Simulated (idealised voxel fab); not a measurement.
process module | voxel self aligned contacts
cross-section cut | 290 nm wide | cells 5 nm
A cross-section is a grid of square cells, given in bands from the top down. A band is one or more rows of cells.
Each band's line starts with the height of the band's top and of its bottom, in nm. Then come its materials from left to right, each with its width in nm. One material with "throughout" fills the band from edge to edge. "air" is empty space.
Height 0 is the level under which the wafer as received is all one material. The lowest band goes on downwards, as in "0 down".
A width such as "30 to 40" changes by the same amount from each row of cells to the next, from the band's top row to its bottom row.
"no change" after a step means that no cell of the cross-section changed.
closed voids: empty space of 8 cells or more with no open way to the top, each as width x height at its distance from the left edge, in nm
after a step's settings: what the simulator itself notes on the step
overlay nm, on a step with a mask: how far to the right of its planned place the mask lay; to the left if negative
plan
1 op RECEIVE | material Si
2 op CONFORMAL_DEP | material SiO2 | thk nm 5
3 op DIRECTIONAL_DEP | material polySi | thk nm 25
4 op DIRECTIONAL_DEP | material SiN | thk nm 20
5 op DIRECTIONAL_DEP | material aC | thk nm 15
6 op PATTERN | tone cover | mask id GATE | material resist | width nm 30 | pitch nm 75 | thk nm 30 | overlay nm 0
7 op DIRECTIONAL_ETCH | etch materials aC | depth nm 15
8 op STRIP | etch materials resist
9 op DIRECTIONAL_ETCH | etch materials SiN | depth nm 20
10 op DIRECTIONAL_ETCH | etch materials polySi | depth nm 25
11 op STRIP | etch materials aC
12 op CONFORMAL_DEP | material SiN | thk nm 10
13 op DIRECTIONAL_ETCH | etch materials SiN | depth nm 10
14 op FILL_DEP | material SiO2 | thk nm 10
15 op CMP | height nm 55
16 op MASKED_ETCH | tone open | mask id CONTACT | width nm 55 | pitch nm 75 | etch materials SiO2 | depth nm 55 | overlay nm 0
17 op CONFORMAL_DEP | material TiN | thk nm 5
18 op FILL_DEP | material W | thk nm 5
19 op CMP | height nm 55
20 op CONFORMAL_DEP | material SiN | thk nm 5
as received, after step 1
  0 down: Si throughout
  closed voids: none
first wafer at the end, as planned
  60 to 55: SiN throughout
  55 to 50: SiO2 80 | TiN 20 | W 15 | TiN 20 | SiO2 20 | TiN 20 | W 15 | TiN 20 | SiO2 80
  50 to 30: SiO2 45 | SiN 50 | TiN 5 | W 15 | TiN 5 | SiN 50 | TiN 5 | W 15 | TiN 5 | SiN 50 | SiO2 45
  30 to 5: SiO2 45 | SiN 10 | polySi 30 | SiN 10 | TiN 5 | W 15 | TiN 5 | SiN 10 | polySi 30 | SiN 10 | TiN 5 | W 15 | TiN 5 | SiN 10 | polySi 30 | SiN 10 | SiO2 45
  5 to 0: SiO2 95 | TiN 25 | SiO2 50 | TiN 25 | SiO2 95
  0 down: Si throughout
  closed voids: none
second wafer at the end: like start, like plan, one mistake
  60 to 55: SiN throughout
  55 to 45: SiO2 80 | TiN 5 to 20 | W 45 to 15 | TiN 5 to 20 | SiO2 20 | TiN 5 to 20 | W 45 to 15 | TiN 5 to 20 | SiO2 80
  45 to 25: SiO2 45 | SiN 50 | TiN 5 | W 15 | TiN 5 | SiN 50 | TiN 5 | W 15 | TiN 5 | SiN 50 | SiO2 45
  25 to 5: SiO2 45 | SiN 10 | polySi 30 | SiN 10 | TiN 5 | W 15 | TiN 5 | SiN 10 | polySi 30 | SiN 10 | TiN 5 | W 15 | TiN 5 | SiN 10 | polySi 30 | SiN 10 | SiO2 45
  5 to 0: SiO2 45 | SiN 10 | polySi 30 | SiN 10 | TiN 25 | SiN 10 | polySi 30 | SiN 10 | TiN 25 | SiN 10 | polySi 30 | SiN 10 | SiO2 45
  0 down: Si throughout
  closed voids: none
what went wrong: step 2 was left out
at the end the second wafer has, in cells: 12 fewer of SiO2 | 12 more of W
